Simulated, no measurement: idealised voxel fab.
Process module name: voxel ribs on slabs
The width of the displayed cross-section, cut, is 170 nm; its cells are square, with a size of 5 nm.
Just so we're on the same page, the cross-sections are grids of square cells, and they're listed out in bands top to bottom, each band one or more rows deep. In this notation a band is specified by the heights of its top and bottom, in that order and in nm, after which its materials appear from left to right, each paired with its width in nm. The word "everywhere" attached to a single material means that material fills the band from edge to edge; the word "air" stands for empty space. Height 0 is the level under which the wafer as received is all one material. The lowest band goes on downwards, as in "from 0 down". So if you see something like "30->40" for the width, read it as the top row of the band sitting at the first number and the bottom row at the second, with every row in between moving by the same amount as the last. Where a step carries "all unchanged", the cross-section came out of it unchanged, cell for cell. "Closed void roster" specifies each empty space that is not open to the top and that occupies no fewer than 8 cells, using the form width x height at distance, the distance measured from the left edge and all three quantities in nm. Post-settings text on a step line: simulator's own remark regarding the step. overlay nm: on a step with a mask, how far right of its planned place the mask lay; negative means left.
## The steps planned for the process are as follows
1) RECEIVE: material Si
2) DIRECTIONAL_DEP: material SiO2, thk nm 30
3) DIRECTIONAL_DEP: material SiN, thk nm 15
4) PATTERN: tone cover, mask id RIB, material resist, width nm 20, thk nm 15, overlay nm 0
5) DIRECTIONAL_ETCH: etch materials SiN, depth nm 10
6) STRIP: etch materials resist
7) DIRECTIONAL_DEP: material aC, thk nm 15
8) PATTERN: tone cover, mask id SLAB, material resist, width nm 60, thk nm 35, overlay nm 0
9) DIRECTIONAL_ETCH: etch materials aC, depth nm 15
10) STRIP: etch materials resist
11) DIRECTIONAL_ETCH: etch materials SiN, depth nm 5
12) STRIP: etch materials aC
13) FILL_DEP: material SiO2, thk nm 20
14) CMP: height nm 55
15) DIRECTIONAL_DEP: material W, thk nm 10
16) DIRECTIONAL_DEP: material aC, thk nm 10
17) PATTERN: tone cover, mask id HEATER, material resist, width nm 30, thk nm 25, overlay nm 0
18) DIRECTIONAL_ETCH: etch materials aC, depth nm 10
19) STRIP: etch materials resist
20) DIRECTIONAL_ETCH: etch materials W, depth nm 10
21) STRIP: etch materials aC
22) CONFORMAL_DEP: material SiN, thk nm 5
Among the wafers covered here, the point of difference is the width nm at step 8; their starting state is shared, and the plan presents the value of the first wafer.
## Cross-section of the first of several wafers on receipt, reflecting completion of step 1
- from 0 down  Si everywhere
- Closed void roster: none
## The table below has one row for each wafer; a row shows, as of the end of the module, how many cells of each material the wafer has gained, marked (+), or lost, marked (-), since it was received, and then the wafer's closed voids
width nm 60; +58 SiN; +354 SiO2; +12 W; Closed void roster: none
width nm 65; +59 SiN; +353 SiO2; +12 W; Closed void roster: none
width nm 70; +60 SiN; +352 SiO2; +12 W; Closed void roster: none
width nm 75; +61 SiN; +351 SiO2; +12 W; Closed void roster: none
width nm 80; +62 SiN; +350 SiO2; +12 W; Closed void roster: none
width nm 85; +63 SiN; +349 SiO2; +12 W; Closed void roster: none
